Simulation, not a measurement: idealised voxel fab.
Process module under the name voxel ribs on slabs
We display cut, a cross-section 265 nm in width whose square cells are each 5 nm.
Bands, listed from the top down, are how a cross-section gets written in this document; the cross-section itself is a grid of square cells, and a band is one or more rows of them. Read a band's entry like this: the first values are the height of its top and the height of its bottom in nm, and what follows is the sequence of materials from left to right, each with its width in nm. Note that "empty" is empty space, and that a single material marked "all across" reaches across the band from edge to edge. Note: height 0 marks the level under which the wafer is uniformly one material as received. Lowest band unbounded below, written "top 0, no bottom". Read "30->40" as a graded width: first number on top, second number at the bottom, same change between each pair of neighbouring rows. "all unchanged", as given for a step, is the statement that not any cell of the cross-section underwent a change during that step. For the entry "Closed internal voids", the listed items are empty spaces with no open way to the top whose size is 8 cells or more; each item follows the pattern width x height at distance, where distance is from the left edge and all three are in nm. Text after the settings on a step's line: the simulator's own remark on that step. "overlay nm", when on a step's line for a step with a mask, measures how far to the right of its planned place the mask lay; a negative measure means to the left.
These are the steps we planned for the process:
1,RECEIVE: material Si
2,DIRECTIONAL_DEP: material SiO2, thk nm 20
3,DIRECTIONAL_DEP: material polySi, thk nm 20
4,PATTERN: tone cover, mask id RIB, material resist, width nm 30, thk nm 15, overlay nm 0
5,DIRECTIONAL_ETCH: etch materials polySi, depth nm 5
6,STRIP: etch materials resist
7,PATTERN: tone cover, mask id SLAB, material resist, width nm 90, thk nm 20, overlay nm 0
8,DIRECTIONAL_ETCH: etch materials polySi, depth nm 15
9,STRIP: etch materials resist
10,FILL_DEP: material SiO2, thk nm 30
11,CMP: height nm 60
12,DIRECTIONAL_DEP: material TiN, thk nm 10
13,PATTERN: tone cover, mask id HEATER, material resist, width nm 40, thk nm 15, overlay nm 0
14,DIRECTIONAL_ETCH: etch materials TiN, depth nm 10
15,STRIP: etch materials resist
16,CONFORMAL_DEP: material SiN, thk nm 5
As-received wafer cross-section (after step 1):
top 0, no bottom  Si all across
Closed internal voids: none
Cross-section at module end, one run error; start and plan unchanged from above:
top 70, bottom 60  empty: 110; TiN: 40; empty: 115
top 60, bottom 40  SiO2 all across
top 40, bottom 35  SiO2: 115; polySi: 30; SiO2: 120
top 35, bottom 20  SiO2: 85; polySi: 90; SiO2: 90
top 20, bottom 0  SiO2 all across
top 0, no bottom  Si all across
Closed internal voids: none
Finding, execution versus plan: step 16 of the plan was omitted and not executed
